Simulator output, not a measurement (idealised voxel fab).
process module | voxel spacer lines
cross-section cut | 185 nm wide | cells 5 nm
A cross-section is a grid of square cells, given in bands from the top down. A band is one or more rows of cells.
Each band's line starts with the height of the band's top and of its bottom, in nm. Then come its materials from left to right, each with its width in nm. One material with "throughout" fills the band from edge to edge. "air" is empty space.
Height 0 is the level under which the wafer as received is all one material. The lowest band goes on downwards, as in "0 down".
A width such as "30 to 40" changes by the same amount from each row of cells to the next, from the band's top row to its bottom row.
"no change" after a step means that no cell of the cross-section changed.
closed voids: empty space of 8 cells or more with no open way to the top, each as width x height at its distance from the left edge, in nm
after a step's settings: what the simulator itself notes on the step
overlay nm, on a step with a mask: how far to the right of its planned place the mask lay; to the left if negative
plan
1 op RECEIVE | material Si
2 op CONFORMAL_DEP | material Al2O3 | thk nm 10
3 op DIRECTIONAL_DEP | material W | thk nm 15
4 op DIRECTIONAL_DEP | material aC | thk nm 20
5 op PATTERN | tone cover | mask id MANDREL | material resist | width nm 15 | pitch nm 50 | thk nm 30 | overlay nm 0
6 op DIRECTIONAL_ETCH | etch materials aC | depth nm 20
7 op STRIP | etch materials resist
8 op CONFORMAL_DEP | material SiN | thk nm 10
9 op DIRECTIONAL_ETCH | etch materials SiN | depth nm 10
10 op STRIP | etch materials aC
11 op DIRECTIONAL_ETCH | etch materials W | depth nm 15
12 op STRIP | etch materials SiN
13 op FILL_DEP | material SiO2 | thk nm 10
14 op CMP | height nm 25
varied across the wafers: width nm of step 5. The plan shows the first wafer's value. All wafers start alike
first wafer as received, after step 1
  0 down: Si throughout
  closed voids: none
first wafer at the end, after step 14
  25 to 10: SiO2 25 | W 10 | SiO2 15 | W 10 | SiO2 15 | W 10 | SiO2 15 | W 10 | SiO2 15 | W 10 | SiO2 15 | W 10 | SiO2 25
  10 to 0: Al2O3 throughout
  0 down: Si throughout
  closed voids: none
last wafer at the end
  25 to 10: SiO2 20 | W 10 | SiO2 30 | W 20 | SiO2 30 | W 20 | SiO2 30 | W 10 | SiO2 15
  10 to 0: Al2O3 throughout
  0 down: Si throughout
  closed voids: none
each wafer at the end: cells of each material gained (+) or lost (-) since it was received, then its closed voids
width nm 15 | +74 Al2O3 | +75 SiO2 | +36 W | closed voids: none
width nm 20 | +74 Al2O3 | +75 SiO2 | +36 W | closed voids: none
width nm 25 | +74 Al2O3 | +75 SiO2 | +36 W | closed voids: none
width nm 30 | +74 Al2O3 | +75 SiO2 | +36 W | closed voids: none
